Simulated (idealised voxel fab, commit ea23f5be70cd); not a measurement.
This is a process module. Its name is voxel air gaps.
The cross-section on display is named cut; it measures 265 nm wide, and its cells are 5 nm squares.
Each cross-section below is a grid of square cells, stated as bands in top-down order, with one or more rows of cells making up each band. The band entry comprises the height of the band's top followed by the height of its bottom, expressed in nm, and subsequently the band's materials from left to right, each stated together with its width in nm. Where a single material is marked with the word "all across", that material fills the band from edge to edge. The word "empty" represents empty space. Beneath 0, the wafer as received is one material, and that level is where height counting begins. The lowest band goes on downward without a bottom; it is written like "from 0 down". Read "30 to 40" as a graded width: first number on top, second number at the bottom, same change between each pair of neighbouring rows. "no alterations made" after a step means that no cell of the cross-section changed. Voids not open to the top, 8 cells minimum: see "Tabulated closed voids". Written width x height at distance; distance is from the left edge; nm. Step line, after settings: the simulator's comment on this step. What "overlay nm" on a step's line means: if the step has a mask, that mask lay this far to the right of its planned place, or, when the value is negative, to the left.

Intended process steps
- 1: op RECEIVE | material Si
- 2: op CONFORMAL_DEP | material SiO2 | thk nm 10
- 3: op CONFORMAL_DEP | material SiCN | thk nm 5
- 4: op DIRECTIONAL_DEP | material lowk | thk nm 40
- 5: op MASKED_ETCH | tone open | mask id LINES | width nm 20 | pitch nm 45 | etch materials lowk | depth nm 40 | overlay nm 0
- 6: op CONFORMAL_DEP | material TiN | thk nm 5
- 7: op FILL_DEP | material W | thk nm 5
- 8: op CMP | height nm 55
- 9: op EPI | material Ru | thk nm 10
- 10: op SELECTIVE_ETCH | etch materials lowk | depth nm 50
- 11: op CONFORMAL_DEP | material SiCN | thk nm 5

Shown in cross-section is the wafer as received, that is, as it stands after step 1
  from 0 down  Si all across
  Tabulated closed voids: none

End-of-module XS, first of two wafers, run as planned
  from 70 to 65  60 nm empty; 140 nm SiCN; 65 nm empty
  from 65 to 55  60 nm empty; 5 nm SiCN; 40 nm Ru; 5 nm SiCN; 40 nm Ru; 5 nm SiCN; 40 nm Ru; 5 nm SiCN; 65 nm empty
  from 55 to 50  60 nm empty; 15 nm SiCN; 5 nm TiN; 10 nm W; 5 nm TiN; 25 nm SiCN; 5 nm TiN; 10 nm W; 5 nm TiN; 25 nm SiCN; 5 nm TiN; 10 nm W; 5 nm TiN; 15 nm SiCN; 65 nm empty
  from 50 to 20  70 nm empty; 5 nm SiCN; 5 nm TiN; 10 nm W; 5 nm TiN; 5 nm SiCN; 15 nm empty; 5 nm SiCN; 5 nm TiN; 10 nm W; 5 nm TiN; 5 nm SiCN; 15 nm empty; 5 nm SiCN; 5 nm TiN; 10 nm W; 5 nm TiN; 5 nm SiCN; 75 nm empty
  from 20 to 15  75 nm SiCN; 20 nm TiN; 25 nm SiCN; 20 nm TiN; 25 nm SiCN; 20 nm TiN; 80 nm SiCN
  from 15 to 10  SiCN all across
  from 10 to 0  SiO2 all across
  from 0 down  Si all across
  Tabulated closed voids: 15 x 30 at 100; 15 x 30 at 145

The second wafer, shown in cross-section after the module: started the same way as the first and given the same plan, yet one mistake crept into how it was run
  from 70 to 65  SiCN all across
  from 65 to 55  Ru all across
  from 55 to 50  80 nm TiN; 10 nm W; 35 nm TiN; 10 nm W; 35 nm TiN; 10 nm W; 85 nm TiN
  from 50 to 15  75 nm lowk; 5 nm TiN; 10 nm W; 5 nm TiN; 25 nm lowk; 5 nm TiN; 10 nm W; 5 nm TiN; 25 nm lowk; 5 nm TiN; 10 nm W; 5 nm TiN; 80 nm lowk
  from 15 to 10  75 nm lowk; 20 nm TiN; 25 nm lowk; 20 nm TiN; 25 nm lowk; 20 nm TiN; 80 nm lowk
  from 10 to 0  SiO2 all across
  from 0 down  Si all across
  Tabulated closed voids: none
Short version of what went wrong: plan step 3 was not performed, having been skipped
Wrapping up, a cell-based count of both wafers puts the second over or under the first for these materials: +58 Ru, -129 SiCN, +47 TiN, +6 W, +328 lowk
The closed voids present at the end amount to 2 for the first wafer and 0 for the second wafer.
